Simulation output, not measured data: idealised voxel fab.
Process module name: voxel air gaps
We display cut, a cross-section 215 nm in width whose square cells are each 5 nm.
Bands, listed from the top down, are how a cross-section gets written in this document; the cross-section itself is a grid of square cells, and a band is one or more rows of them. Within each band entry, the heights of the top and of the bottom of the band appear first, in that order and in nm; the materials of the band then follow from left to right, each with its corresponding width in nm. The designation "edge to edge" on a single material indicates that it fills the band from edge to edge; the designation "air" indicates empty space. It should be noted that heights are counted from 0, beneath which the wafer as supplied is of one material throughout, and that the lowest band possesses no lower boundary but continues downward, as written in "0 and below". When a width is written as two numbers, as in "30->40", the first number is the width in the top row of cells of the band and the second is the width in its bottom row, and the width changes by the same amount from each row to the next. For the purposes of this document, the phrase "no change" attached to a step denotes that no cell within the cross-section was modified by that step. What "Enclosed cavities" gives you is every empty space of 8 cells or more that is cut off from the top. Each appears as width x height at distance, with the distance taken from the left edge and width, height and distance all in nm. Note: text after step settings on the step line = simulator remark on that step. The setting "overlay nm" may be written on the line of a step. When the step uses a mask, the value reports how far to the right of the planned place the mask lay, and a negative value reports that it lay to the left.
[Steps in the process plan]
| 1 | RECEIVE with material Si |
| 2 | CONFORMAL_DEP with material SiO2, thk nm 10 |
| 3 | CONFORMAL_DEP with material SiN, thk nm 5 |
| 4 | DIRECTIONAL_DEP with material lowk, thk nm 35 |
| 5 | DIRECTIONAL_DEP with material aC, thk nm 15 |
| 6 | PATTERN with tone open, mask id LINES, material resist, width nm 15, pitch nm 45, thk nm 35, overlay nm 0 |
| 7 | DIRECTIONAL_ETCH with etch materials aC, depth nm 15 |
| 8 | STRIP with etch materials resist |
| 9 | DIRECTIONAL_ETCH with etch materials lowk, depth nm 35 |
| 10 | STRIP with etch materials aC |
| 11 | CONFORMAL_DEP with material TiN, thk nm 5 |
| 12 | FILL_DEP with material Ru, thk nm 10 |
| 13 | CMP with height nm 50 |
| 14 | EPI with material Ru, thk nm 10 |
| 15 | SELECTIVE_ETCH with etch materials lowk, depth nm 45 |
| 16 | CONFORMAL_DEP with material SiN, thk nm 5 |
[The first of two wafers, run as planned]
[Incoming wafer, cross-sectional view, post step 1]
* 0 and below | Si edge to edge
* Enclosed cavities: none
[The following cross-section depicts the wafer upon completion of step 2]
* 10 down to 0 | SiO2 edge to edge
* No changes below 0.
[The following cross-section depicts the wafer upon completion of step 3]
* 15 down to 10 | SiN edge to edge
* No changes below 10.
[The following cross-section depicts the wafer upon completion of step 4]
* 50 down to 15 | lowk edge to edge
* No changes below 15.
[The following cross-section depicts the wafer upon completion of step 5]
* 65 down to 50 | aC edge to edge
* No changes below 50.
[The following cross-section depicts the wafer upon completion of step 6]
* 100 down to 65 | resist: 55 | air: 15 | resist: 30 | air: 15 | resist: 30 | air: 15 | resist: 55
* No changes below 65.
[The following cross-section depicts the wafer upon completion of step 7]
* 85 down to 65 | resist: 55 | air: 15 | resist: 30 | air: 15 | resist: 30 | air: 15 | resist: 55
* 65 down to 50 | aC: 55 | air: 15 | aC: 30 | air: 15 | aC: 30 | air: 15 | aC: 55
* No changes below 50.
[The following cross-section depicts the wafer upon completion of step 8]
* 65 down to 50 | aC: 55 | air: 15 | aC: 30 | air: 15 | aC: 30 | air: 15 | aC: 55
* No changes below 50.
[The following cross-section depicts the wafer upon completion of step 9]
* 65 down to 50 | aC: 55 | air: 15 | aC: 30 | air: 15 | aC: 30 | air: 15 | aC: 55
* 50 down to 15 | lowk: 55 | air: 15 | lowk: 30 | air: 15 | lowk: 30 | air: 15 | lowk: 55
* No changes below 15.
[The following cross-section depicts the wafer upon completion of step 10]
* 50 down to 15 | lowk: 55 | air: 15 | lowk: 30 | air: 15 | lowk: 30 | air: 15 | lowk: 55
* No changes below 15.
[The following cross-section depicts the wafer upon completion of step 11]
* 55 down to 50 | TiN: 60 | air: 5 | TiN: 40 | air: 5 | TiN: 40 | air: 5 | TiN: 60
* 50 down to 20 | lowk: 55 | TiN: 5 | air: 5 | TiN: 5 | lowk: 30 | TiN: 5 | air: 5 | TiN: 5 | lowk: 30 | TiN: 5 | air: 5 | TiN: 5 | lowk: 55
* 20 down to 15 | lowk: 55 | TiN: 15 | lowk: 30 | TiN: 15 | lowk: 30 | TiN: 15 | lowk: 55
* No changes below 15.
[The following cross-section depicts the wafer upon completion of step 12]
* 65 down to 55 | Ru edge to edge
* 55 down to 50 | TiN: 60 | Ru: 5 | TiN: 40 | Ru: 5 | TiN: 40 | Ru: 5 | TiN: 60
* 50 down to 20 | lowk: 55 | TiN: 5 | Ru: 5 | TiN: 5 | lowk: 30 | TiN: 5 | Ru: 5 | TiN: 5 | lowk: 30 | TiN: 5 | Ru: 5 | TiN: 5 | lowk: 55
* No changes below 20.
[The following cross-section depicts the wafer upon completion of step 13]
* 50 down to 20 | lowk: 55 | TiN: 5 | Ru: 5 | TiN: 5 | lowk: 30 | TiN: 5 | Ru: 5 | TiN: 5 | lowk: 30 | TiN: 5 | Ru: 5 | TiN: 5 | lowk: 55
* No changes below 20.
[The following cross-section depicts the wafer upon completion of step 14]
* 60 down to 50 | air: 45 | Ru: 35 | air: 10 | Ru: 35 | air: 10 | Ru: 35 | air: 45
* No changes below 50.
[The following cross-section depicts the wafer upon completion of step 15]
* 60 down to 50 | air: 45 | Ru: 35 | air: 10 | Ru: 35 | air: 10 | Ru: 35 | air: 45
* 50 down to 20 | air: 55 | TiN: 5 | Ru: 5 | TiN: 5 | air: 30 | TiN: 5 | Ru: 5 | TiN: 5 | air: 30 | TiN: 5 | Ru: 5 | TiN: 5 | air: 55
* 20 down to 15 | air: 55 | TiN: 15 | air: 30 | TiN: 15 | air: 30 | TiN: 15 | air: 55
* No changes below 15.
[The following cross-section depicts the wafer upon completion of step 16]
* 65 down to 60 | air: 40 | SiN: 135 | air: 40
* 60 down to 50 | air: 40 | SiN: 5 | Ru: 35 | SiN: 10 | Ru: 35 | SiN: 10 | Ru: 35 | SiN: 5 | air: 40
* 50 down to 45 | air: 40 | SiN: 15 | TiN: 5 | Ru: 5 | TiN: 5 | SiN: 30 | TiN: 5 | Ru: 5 | TiN: 5 | SiN: 30 | TiN: 5 | Ru: 5 | TiN: 5 | SiN: 15 | air: 40
* 45 down to 20 | air: 50 | SiN: 5 | TiN: 5 | Ru: 5 | TiN: 5 | SiN: 5 | air: 20 | SiN: 5 | TiN: 5 | Ru: 5 | TiN: 5 | SiN: 5 | air: 20 | SiN: 5 | TiN: 5 | Ru: 5 | TiN: 5 | SiN: 5 | air: 50
* 20 down to 15 | SiN: 55 | TiN: 15 | SiN: 30 | TiN: 15 | SiN: 30 | TiN: 15 | SiN: 55
* No changes below 15.
* Enclosed cavities: 20 x 25 at 75; 20 x 25 at 120
[Wafer two. Identical start, identical plan. One mistake in execution. Identical history through step 1]
[The second wafer in cross-section, at the planned close of step 2]
* 15 down to 0 | SiO2 edge to edge
* No changes below 0.
[The second wafer in cross-section, at the planned close of step 3]
* 20 down to 15 | SiN edge to edge
* No changes below 15.
[The second wafer in cross-section, at the planned close of step 4]
* 55 down to 20 | lowk edge to edge
* No changes below 20.
[The second wafer in cross-section, at the planned close of step 5]
* 70 down to 55 | aC edge to edge
* No changes below 55.
[The second wafer in cross-section, at the planned close of step 6]
* 105 down to 70 | resist: 55 | air: 15 | resist: 30 | air: 15 | resist: 30 | air: 15 | resist: 55
* No changes below 70.
[The second wafer in cross-section, at the planned close of step 7]
* 90 down to 70 | resist: 55 | air: 15 | resist: 30 | air: 15 | resist: 30 | air: 15 | resist: 55
* 70 down to 55 | aC: 55 | air: 15 | aC: 30 | air: 15 | aC: 30 | air: 15 | aC: 55
* No changes below 55.
[The second wafer in cross-section, at the planned close of step 8]
* 70 down to 55 | aC: 55 | air: 15 | aC: 30 | air: 15 | aC: 30 | air: 15 | aC: 55
* No changes below 55.
[The second wafer in cross-section, at the planned close of step 9]
* 70 down to 55 | aC: 55 | air: 15 | aC: 30 | air: 15 | aC: 30 | air: 15 | aC: 55
* 55 down to 20 | lowk: 55 | air: 15 | lowk: 30 | air: 15 | lowk: 30 | air: 15 | lowk: 55
* No changes below 20.
[The second wafer in cross-section, at the planned close of step 10]
* 55 down to 20 | lowk: 55 | air: 15 | lowk: 30 | air: 15 | lowk: 30 | air: 15 | lowk: 55
* No changes below 20.
[The second wafer in cross-section, at the planned close of step 11]
* 60 down to 55 | TiN: 60 | air: 5 | TiN: 40 | air: 5 | TiN: 40 | air: 5 | TiN: 60
* 55 down to 25 | lowk: 55 | TiN: 5 | air: 5 | TiN: 5 | lowk: 30 | TiN: 5 | air: 5 | TiN: 5 | lowk: 30 | TiN: 5 | air: 5 | TiN: 5 | lowk: 55
* 25 down to 20 | lowk: 55 | TiN: 15 | lowk: 30 | TiN: 15 | lowk: 30 | TiN: 15 | lowk: 55
* No changes below 20.
[The second wafer in cross-section, at the planned close of step 12]
* 70 down to 60 | Ru edge to edge
* 60 down to 55 | TiN: 60 | Ru: 5 | TiN: 40 | Ru: 5 | TiN: 40 | Ru: 5 | TiN: 60
* 55 down to 25 | lowk: 55 | TiN: 5 | Ru: 5 | TiN: 5 | lowk: 30 | TiN: 5 | Ru: 5 | TiN: 5 | lowk: 30 | TiN: 5 | Ru: 5 | TiN: 5 | lowk: 55
* No changes below 25.
[The second wafer in cross-section, at the planned close of step 13]
* 50 down to 25 | lowk: 55 | TiN: 5 | Ru: 5 | TiN: 5 | lowk: 30 | TiN: 5 | Ru: 5 | TiN: 5 | lowk: 30 | TiN: 5 | Ru: 5 | TiN: 5 | lowk: 55
* No changes below 25.
[The second wafer in cross-section, at the planned close of step 14]
* 60 down to 50 | air: 45 | Ru: 35 | air: 10 | Ru: 35 | air: 10 | Ru: 35 | air: 45
* No changes below 50.
[The second wafer in cross-section, at the planned close of step 15]
* 60 down to 50 | air: 45 | Ru: 35 | air: 10 | Ru: 35 | air: 10 | Ru: 35 | air: 45
* 50 down to 25 | air: 55 | TiN: 5 | Ru: 5 | TiN: 5 | air: 30 | TiN: 5 | Ru: 5 | TiN: 5 | air: 30 | TiN: 5 | Ru: 5 | TiN: 5 | air: 55
* 25 down to 20 | air: 55 | TiN: 15 | air: 30 | TiN: 15 | air: 30 | TiN: 15 | air: 55
* No changes below 20.
[The second wafer in cross-section, at the planned close of step 16]
* 65 down to 60 | air: 40 | SiN: 135 | air: 40
* 60 down to 50 | air: 40 | SiN: 5 | Ru: 35 | SiN: 10 | Ru: 35 | SiN: 10 | Ru: 35 | SiN: 5 | air: 40
* 50 down to 45 | air: 40 | SiN: 15 | TiN: 5 | Ru: 5 | TiN: 5 | SiN: 30 | TiN: 5 | Ru: 5 | TiN: 5 | SiN: 30 | TiN: 5 | Ru: 5 | TiN: 5 | SiN: 15 | air: 40
* 45 down to 25 | air: 50 | SiN: 5 | TiN: 5 | Ru: 5 | TiN: 5 | SiN: 5 | air: 20 | SiN: 5 | TiN: 5 | Ru: 5 | TiN: 5 | SiN: 5 | air: 20 | SiN: 5 | TiN: 5 | Ru: 5 | TiN: 5 | SiN: 5 | air: 50
* 25 down to 20 | SiN: 55 | TiN: 15 | SiN: 30 | TiN: 15 | SiN: 30 | TiN: 15 | SiN: 55
* No changes below 20.
* Enclosed cavities: 20 x 20 at 75; 20 x 20 at 120
Where did the run depart from the plan? note that step 2 departed from the planned setting and was carried out as CONFORMAL_DEP with material SiO2, thk nm 15
The final cell counts differ between the wafers, with the second having more or fewer of some materials than the first: 3 fewer of Ru; 6 fewer of SiN; 43 more of SiO2; 6 fewer of TiN
